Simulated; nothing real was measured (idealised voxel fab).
Process module, titled voxel spacer lines
The figure presents cross-section cut, which has a width of 145 nm and is divided into square cells with an edge length of 5 nm.
Square cells in a grid make up a cross-section in this document, and the grid is given as bands, listed from the top down, each one or more rows of cells.
This entry defines a band. It first specifies the height of the band's top and the height of its bottom in nm, and then specifies the band's materials from left to right, stating each material with its width in nm. The word "full width" identifies a single material that fills the band from edge to edge, while the word "empty" identifies empty space.
Heights are reckoned from 0. Under this level, the received wafer is all of one material. The bottommost band is open-ended downward, for example "from 0 down".
A two-number width, for instance "30..40", indicates that the width is equal to the first number in the top row of the band and to the second number in the bottom row, and that it changes by a constant amount per row of cells.
Key: "nothing was modified" - step with no changed cell in the cross-section.
Entry "Closed internal cavities". Content: empty spaces with no open connection to the top, size 8 cells or greater. Each: width x height at distance. Distance: from left edge. Unit: nm.
It should be noted that, on the line of a given step, the content following the step's settings is a remark produced by the simulator itself with respect to that step.
overlay nm: mask offset rightward from planned place, masked step; negative means leftward offset.
-- This section lists the process steps that were planned
1,RECEIVE,material Si
2,CONFORMAL_DEP,material Al2O3,thk nm 5
3,DIRECTIONAL_DEP,material W,thk nm 15
4,DIRECTIONAL_DEP,material polySi,thk nm 20
5,PATTERN,tone cover,mask id MANDREL,material resist,width nm 15,pitch nm 50,thk nm 30,overlay nm 0
6,DIRECTIONAL_ETCH,etch materials polySi,depth nm 20
7,STRIP,etch materials resist
8,CONFORMAL_DEP,material SiN,thk nm 10
9,DIRECTIONAL_ETCH,etch materials SiN,depth nm 10
10,STRIP,etch materials polySi
11,DIRECTIONAL_ETCH,etch materials W,depth nm 15
12,STRIP,etch materials SiN
13,FILL_DEP,material SiO2,thk nm 5
14,CMP,height nm 20
-- Incoming wafer, cross-sectional view, post step 1
- from 0 down | Si full width
- Closed internal cavities: none
-- First of two wafers, end-of-module section, run followed plan
- from 20 to 5 | SiO2 30  W 10  SiO2 15  W 10  SiO2 15  W 10  SiO2 15  W 10  SiO2 30
- from 5 to 0 | Al2O3 full width
- from 0 down | Si full width
- Closed internal cavities: none
-- Second wafer through the module, sectioned at the end: same beginning and same plan as the first wafer, with one mistake in carrying it out
- from 20 to 15 | SiO2 full width
- from 15 to 0 | SiO2 30  W 10  SiO2 15  W 10  SiO2 15  W 10  SiO2 15  W 10  SiO2 30
- from 0 down | Si full width
- Closed internal cavities: none
Error vs. plan: step 2 from the plan never happened, it was just skipped
Cell-count delta at end, second wafer over first, by material: 29 fewer of Al2O3; 29 more of SiO2
